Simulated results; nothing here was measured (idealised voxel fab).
Documented hereafter: the process module known as voxel double patterning.
Cross-sectional view cut (width: 185 nm; square cell size: 5 nm).
In what follows, cross-sections appear as grids of square cells, described through bands that run from the top down, where every band is one or more rows of cells. Heads up on the band format: heights come first, top then bottom, in nm. After that it's the materials left to right, each with its width in nm. A single material flagged "full width" fills the whole band edge to edge, and "blank" means there's empty space there. Heights from 0 (as-received wafer is one material below). Bottom band endless downward, as "from 0 down". Read "30 to 40" as a graded width: first number on top, second number at the bottom, same change between each pair of neighbouring rows. Key: "stayed the same" - step with no changed cell in the cross-section. Enclosed voids (no open way to top), threshold 8 cells or more, entry "Closed void table", notation width x height at distance, distance from left edge, nm. The remark found on a step's line after its settings is issued by the simulator itself and pertains to that step. overlay nm: on a step with a mask, how far right of its planned place the mask lay; negative means left.

[Below is the list of planned process steps]
| 1 | RECEIVE, material Si |
| 2 | CONFORMAL_DEP, material SiO2, thk nm 5 |
| 3 | DIRECTIONAL_DEP, material TiN, thk nm 15 |
| 4 | DIRECTIONAL_DEP, material SiN, thk nm 10 |
| 5 | DIRECTIONAL_DEP, material aC, thk nm 15 |
| 6 | PATTERN, tone open, mask id FIRST, material resist, width nm 15, pitch nm 50, thk nm 30, overlay nm 0 |
| 7 | DIRECTIONAL_ETCH, etch materials aC, depth nm 15 |
| 8 | STRIP, etch materials resist |
| 9 | DIRECTIONAL_ETCH, etch materials SiN, depth nm 10 |
| 10 | STRIP, etch materials aC |
| 11 | PATTERN, tone open, mask id SECOND, material resist, width nm 15, pitch nm 50, thk nm 20, overlay nm 0 |
| 12 | DIRECTIONAL_ETCH, etch materials SiN, depth nm 10 |
| 13 | STRIP, etch materials resist |
| 14 | DIRECTIONAL_ETCH, etch materials TiN, depth nm 15 |
| 15 | STRIP, etch materials SiN |

[First of two wafers, processed according to plan]

[Cross-section: wafer on arrival = after step 1]
- from 0 down = Si full width
- Closed void table: none

[Cross-section of the wafer after step 2]
- from 5 to 0 = SiO2 full width
- No changes below 0.

[Cross-section of the wafer after step 3]
- from 20 to 5 = TiN full width
- No changes below 5.

[Cross-section of the wafer after step 4]
- from 30 to 20 = SiN full width
- No changes below 20.

[Cross-section of the wafer after step 5]
- from 45 to 30 = aC full width
- No changes below 30.

[Cross-section of the wafer after step 6]
- from 75 to 45 = resist (35), blank (15), resist (35), blank (15), resist (35), blank (15), resist (35)
- No changes below 45.

[Cross-section of the wafer after step 7]
- from 60 to 45 = resist (35), blank (15), resist (35), blank (15), resist (35), blank (15), resist (35)
- from 45 to 30 = aC (35), blank (15), aC (35), blank (15), aC (35), blank (15), aC (35)
- No changes below 30.

[Cross-section of the wafer after step 8]
- from 45 to 30 = aC (35), blank (15), aC (35), blank (15), aC (35), blank (15), aC (35)
- No changes below 30.

[Cross-section of the wafer after step 9]
- from 45 to 30 = aC (35), blank (15), aC (35), blank (15), aC (35), blank (15), aC (35)
- from 30 to 20 = SiN (35), blank (15), SiN (35), blank (15), SiN (35), blank (15), SiN (35)
- No changes below 20.

[Cross-section of the wafer after step 10]
- from 30 to 20 = SiN (35), blank (15), SiN (35), blank (15), SiN (35), blank (15), SiN (35)
- No changes below 20.

[Cross-section of the wafer after step 11]
- from 50 to 30 = resist (60), blank (15), resist (35), blank (15), resist (60)
- from 30 to 20 = SiN (35), resist (15), SiN (35), resist (15), SiN (35), resist (15), SiN (35)
- No changes below 20.

[Cross-section of the wafer after step 12]
- from 50 to 30 = resist (60), blank (15), resist (35), blank (15), resist (60)
- from 30 to 20 = SiN (35), resist (15), SiN (10), blank (15), SiN (10), resist (15), SiN (10), blank (15), SiN (10), resist (15), SiN (35)
- No changes below 20.

[Cross-section of the wafer after step 13]
- from 30 to 20 = SiN (35), blank (15), SiN (10), blank (15), SiN (10), blank (15), SiN (10), blank (15), SiN (10), blank (15), SiN (35)
- No changes below 20.

[Cross-section of the wafer after step 14]
- from 30 to 20 = SiN (35), blank (15), SiN (10), blank (15), SiN (10), blank (15), SiN (10), blank (15), SiN (10), blank (15), SiN (35)
- from 20 to 5 = TiN (35), blank (15), TiN (10), blank (15), TiN (10), blank (15), TiN (10), blank (15), TiN (10), blank (15), TiN (35)
- No changes below 5.

[Cross-section of the wafer after step 15]
- from 20 to 5 = TiN (35), blank (15), TiN (10), blank (15), TiN (10), blank (15), TiN (10), blank (15), TiN (10), blank (15), TiN (35)
- No changes below 5.

[Now the other wafer: same start, same recipe, but we messed up one thing when running it. Up to and including step 5 it's the same as the first one]

[Second wafer shown in cross-section at the time step 6 was slated to end]
- from 75 to 45 = blank (35), resist (15), blank (35), resist (15), blank (35), resist (15), blank (35)
- No changes below 45.

[Second wafer shown in cross-section at the time step 7 was slated to end]
- from 60 to 45 = blank (35), resist (15), blank (35), resist (15), blank (35), resist (15), blank (35)
- from 45 to 30 = blank (35), aC (15), blank (35), aC (15), blank (35), aC (15), blank (35)
- No changes below 30.

[Second wafer shown in cross-section at the time step 8 was slated to end]
- from 45 to 30 = blank (35), aC (15), blank (35), aC (15), blank (35), aC (15), blank (35)
- No changes below 30.

[Second wafer shown in cross-section at the time step 9 was slated to end]
- from 45 to 30 = blank (35), aC (15), blank (35), aC (15), blank (35), aC (15), blank (35)
- from 30 to 20 = blank (35), SiN (15), blank (35), SiN (15), blank (35), SiN (15), blank (35)
- No changes below 20.

[Second wafer shown in cross-section at the time step 10 was slated to end]
- from 30 to 20 = blank (35), SiN (15), blank (35), SiN (15), blank (35), SiN (15), blank (35)
- No changes below 20.

[Second wafer shown in cross-section at the time step 11 was slated to end]
- from 50 to 30 = resist (60), blank (15), resist (35), blank (15), resist (60)
- from 30 to 20 = resist (35), SiN (15), resist (10), blank (15), resist (10), SiN (15), resist (10), blank (15), resist (10), SiN (15), resist (35)
- No changes below 20.

Second wafer shown in cross-section at the time step 12 was slated to end: stayed the same

[Second wafer shown in cross-section at the time step 13 was slated to end]
- from 30 to 20 = blank (35), SiN (15), blank (35), SiN (15), blank (35), SiN (15), blank (35)
- No changes below 20.

[Second wafer shown in cross-section at the time step 14 was slated to end]
- from 30 to 20 = blank (35), SiN (15), blank (35), SiN (15), blank (35), SiN (15), blank (35)
- from 20 to 5 = blank (35), TiN (15), blank (35), TiN (15), blank (35), TiN (15), blank (35)
- No changes below 5.

[Second wafer shown in cross-section at the time step 15 was slated to end]
- from 20 to 5 = blank (35), TiN (15), blank (35), TiN (15), blank (35), TiN (15), blank (35)
- No changes below 5.
It is concluded that the wafer was processed incorrectly with respect to the plan, in that step 6 did not use the planned setting and instead ran as PATTERN, tone cover, mask id FIRST, material resist, width nm 15, pitch nm 50, thk nm 30, overlay nm 0
Counted in cells at the end, the second wafer holds more or fewer of these materials than the first: -39 TiN
